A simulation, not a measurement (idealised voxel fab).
Process module, titled voxel fin reveal
The width of the displayed cross-section, cut, is 210 nm; its cells are square, with a size of 5 nm.
Notation: cross-section as square-cell grid; stated in bands, top first, going down; one or more cell rows per band. First you get the band's top height and its bottom height, in nm, and then the materials it's made of, left to right, with each width in nm. If you see a single material with "full width", that one covers the band edge to edge. "blank" is empty space. A quick word on heights: they are counted from 0, and under that level the wafer as it came to us is one material throughout. The lowest band is different from the rest in having no bottom; it simply continues downward, written as in "0..down". When a width is written as two numbers, as in "30 to 40", the first number is the width in the top row of cells of the band and the second is the width in its bottom row, and the width changes by the same amount from each row to the next. The cross-section has no changed cell in any step marked "no change". "Sealed-off cavities": sealed empty spaces, 8 cells or more, no open way to top, listed width x height at distance, with distance from the left edge and width, height and distance in nm. Past the settings on a step's line: simulator remark, on that step. overlay nm: on a step with a mask, how far right of its planned place the mask lay; negative means left.
Process steps foreseen in the plan:
step 1: RECEIVE | material Si
step 2: CONFORMAL_DEP | material SiN | thk nm 5
step 3: PATTERN | tone cover | mask id FINS | material resist | width nm 15 | pitch nm 45 | thk nm 15 | overlay nm 0
step 4: DIRECTIONAL_ETCH | etch materials SiN | depth nm 5
step 5: DIRECTIONAL_ETCH | etch materials Si | depth nm 35
step 6: STRIP | etch materials resist
step 7: FILL_DEP | material SiO2 | thk nm 15
step 8: CMP | height nm 5
step 9: SELECTIVE_ETCH | etch materials SiO2 | depth nm 30
step 10: STRIP | etch materials SiN
step 11: CONFORMAL_DEP | material HfO2 | thk nm 5
As-received wafer cross-section (after step 1):
> 0..down | Si full width
> Sealed-off cavities: none
The module was run from the start shown above using the plan shown above, but one mistake was made doing it; the resulting wafer cross-section is below:
> 5..0 | 45 blank, 25 SiN, 20 blank, 25 SiN, 20 blank, 25 SiN, 50 blank
> 0..-20 | 45 blank, 5 SiN, 15 Si, 5 SiN, 20 blank, 5 SiN, 15 Si, 5 SiN, 20 blank, 5 SiN, 15 Si, 5 SiN, 50 blank
> -20..-25 | 50 SiN, 15 Si, 30 SiN, 15 Si, 30 SiN, 15 Si, 55 SiN
> -25..-35 | 50 SiO2, 15 Si, 30 SiO2, 15 Si, 30 SiO2, 15 Si, 55 SiO2
> -35..down | Si full width
> Sealed-off cavities: none
Processing error: step 11 was run on a setting that differed from the plan, and what really ran there is CONFORMAL_DEP | material SiN | thk nm 5
